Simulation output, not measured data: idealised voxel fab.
Presented below is a process module, voxel local oxidation.
Cross-section cut spans 250 nm and uses square cells 5 nm in size.
A cross-section in this document is a grid of square cells, and it is written down as bands, the top band listed before the ones below it; a band is made up of one or more rows of cells.
In this notation a band is specified by the heights of its top and bottom, in that order and in nm, after which its materials appear from left to right, each paired with its width in nm. The word "edge to edge" attached to a single material means that material fills the band from edge to edge; the word "air" stands for empty space.
The reference from which all heights are counted is 0, the level beneath which the as-received wafer is entirely one material; the lowest band, having no lower bound, proceeds downward and is written after the example "0 and below".
With a width like "30->40", each row of cells in the band differs from the next by the same amount, the top row carrying the first number and the bottom row the second.
Given "no alterations made" for a step, no cell of the cross-section differs between before and after that step.
What "Unvented voids" gives you is every empty space of 8 cells or more that is cut off from the top. Each appears as width x height at distance, with the distance taken from the left edge and width, height and distance all in nm.
On each step's line, the part that comes after the settings is the simulator's own comment on the step.
What "overlay nm" on a step's line means: if the step has a mask, that mask lay this far to the right of its planned place, or, when the value is negative, to the left.
Steps planned for the process
1 RECEIVE (material Si)
2 CONFORMAL_DEP (material SiO2; thk nm 5)
3 CONFORMAL_DEP (material SiN; thk nm 15)
4 PATTERN (tone cover; mask id ACTIVE; material resist; width nm 130; thk nm 15; overlay nm 0)
5 DIRECTIONAL_ETCH (etch materials SiN; depth nm 15)
6 STRIP (etch materials resist)
7 SELECTIVE_ETCH (etch materials SiO2; depth nm 5)
8 OXIDIZE (depth nm 15)
9 STRIP (etch materials SiN)
Here's what the wafer looked like in cross-section when it arrived - that's after step 1
> 0 and below | Si edge to edge
> Unvented voids: none
Cross-sectional image of the first of two wafers at the end of the module, the run having proceeded as planned
> 5 down to 0 | 65 of air / 120 of SiO2 / 65 of air
> 0 down to -15 | 80 of SiO2 / 90 of Si / 80 of SiO2
> -15 and below | Si edge to edge
> Unvented voids: none
Cross-sectional view of the second of two wafers upon completion of the module. This wafer shared its starting condition and process plan with the first; one error was made during its execution
> 5 down to 0 | 65 of air / 120 of SiO2 / 65 of air
> 0 down to -10 | 75 of SiO2 / 100 of Si / 75 of SiO2
> -10 and below | Si edge to edge
> Unvented voids: none
Error vs. plan: step 8 went in with a setting other than planned; the actual run was OXIDIZE (depth nm 10)
The final cell counts differ between the wafers, with the second having more or fewer of some materials than the first: +36 Si; -36 SiO2
